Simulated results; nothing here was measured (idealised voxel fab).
Name of the process module below: voxel lift off
Square cells of 5 nm make up the cross-section cut, whose width is 280 nm.
Cross-section format: a grid of square cells, given as bands from top to bottom; each band is one or more rows of cells.
The band entry comprises the height of the band's top followed by the height of its bottom, expressed in nm, and subsequently the band's materials from left to right, each stated together with its width in nm. Where a single material is marked with the word "all across", that material fills the band from edge to edge. The word "blank" represents empty space.
Heights from 0 (as-received wafer is one material below). Bottom band endless downward, as "0 -> down".
Width: "30->40" (first number = top row, second number = bottom row, same change from row to row of cells).
The cross-section has no changed cell in any step marked "all unchanged".
Closed-off voids of 8+ cells (no open route to the top) go in "Sealed void inventory", written width x height at distance from the left edge, in nm.
Read whatever lies past the settings on a step's line as the simulator's own remark about the step.
The "overlay nm" setting may appear on a step's line; for a step that uses a mask, it gives how far to the right of its planned position the mask lay, and a negative value indicates the left.

### Below is the list of planned process steps
- 1: RECEIVE: material Si
- 2: CONFORMAL_DEP: material SiN, thk nm 10
- 3: PATTERN: tone open, mask id LINES, material resist, width nm 15, pitch nm 35, thk nm 25, overlay nm 0
- 4: DIRECTIONAL_DEP: material Ru, thk nm 10
- 5: STRIP: etch materials resist
- 6: CONFORMAL_DEP: material SiO2, thk nm 5

### Cross-section of the incoming wafer, state after step 1
  0 -> down  Si all across
  Sealed void inventory: none

### Post-module cross-section: identical start and plan to those above, one misstep in execution
  35 -> 25  65 of blank  150 of SiO2  65 of blank
  25 -> 20  SiO2 all across
  20 -> 10  80 of SiO2  15 of Ru  20 of SiO2  15 of Ru  20 of SiO2  15 of Ru  20 of SiO2  15 of Ru  80 of SiO2
  10 -> 0  SiN all across
  0 -> down  Si all across
  Sealed void inventory: none
Heads up, the wafer didn't run the way we planned it: step 6 did not use the planned setting and instead ran as CONFORMAL_DEP: material SiO2, thk nm 15
